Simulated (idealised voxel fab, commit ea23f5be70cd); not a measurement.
A process module follows: voxel released beams.
We display cut, a cross-section 205 nm in width whose square cells are each 5 nm.
Reading order for cross-sections: top band down to bottom band. Underlying form: a grid of square cells. Band size: one or more rows of cells.
A band entry consists of two parts. The first gives the height of the band's top and the height of its bottom, in nm. The rest lists the band's materials from left to right, each with its width in nm. A single material labelled with the word "everywhere" fills the band from edge to edge, and the word "air" marks empty space.
Heights from 0 (as-received wafer is one material below). Bottom band endless downward, as "0 -> down".
Per-row width for "30 to 40": begins at first number (top row of band), ends at second number (bottom row), increment between rows held constant.
You'll sometimes find "no change" written for a step, and that's the way of saying that nowhere in the cross-section did a cell change during that step.
"Closed internal voids" contains a list of empty spaces, each no smaller than 8 cells and without an open way to the top, written in the form width x height at distance with the distance from the left edge and all three in nm.
It should be noted that, on the line of a given step, the content following the step's settings is a remark produced by the simulator itself with respect to that step.
"overlay nm" denotes, for a step that has a mask, the displacement of the mask to the right of its planned place, with negative values corresponding to the left.

**Intended process steps**
- 1: op RECEIVE | material Si
- 2: op CONFORMAL_DEP | material Al2O3 | thk nm 10
- 3: op DIRECTIONAL_DEP | material SiO2 | thk nm 10
- 4: op DIRECTIONAL_DEP | material aC | thk nm 10
- 5: op PATTERN | tone open | mask id ANCHOR | material resist | width nm 35 | thk nm 25 | overlay nm 0
- 6: op DIRECTIONAL_ETCH | etch materials aC | depth nm 10
- 7: op STRIP | etch materials resist
- 8: op DIRECTIONAL_ETCH | etch materials SiO2 | depth nm 10
- 9: op STRIP | etch materials aC
- 10: op CONFORMAL_DEP | material polySi | thk nm 15
- 11: op MASKED_ETCH | tone cover | mask id BEAM | width nm 85 | etch materials polySi | depth nm 15 | overlay nm 0
- 12: op STRIP | etch materials SiO2

**Delivered wafer in cross-section: state after step 1**
> 0 -> down | Si everywhere
> Closed internal voids: none

**Below is the wafer in cross-section after the module was completed. It began from the starting point shown above and followed the plan shown above, except that one mistake was made while running it**
> 35 -> 20 | 55 of air | 85 of polySi | 65 of air
> 20 -> 10 | Al2O3 everywhere
> 10 -> 0 | SiO2 everywhere
> 0 -> down | Si everywhere
> Closed internal voids: none
Plan not followed: steps 2 and 3 of the plan were run in the wrong order, each in the other's place
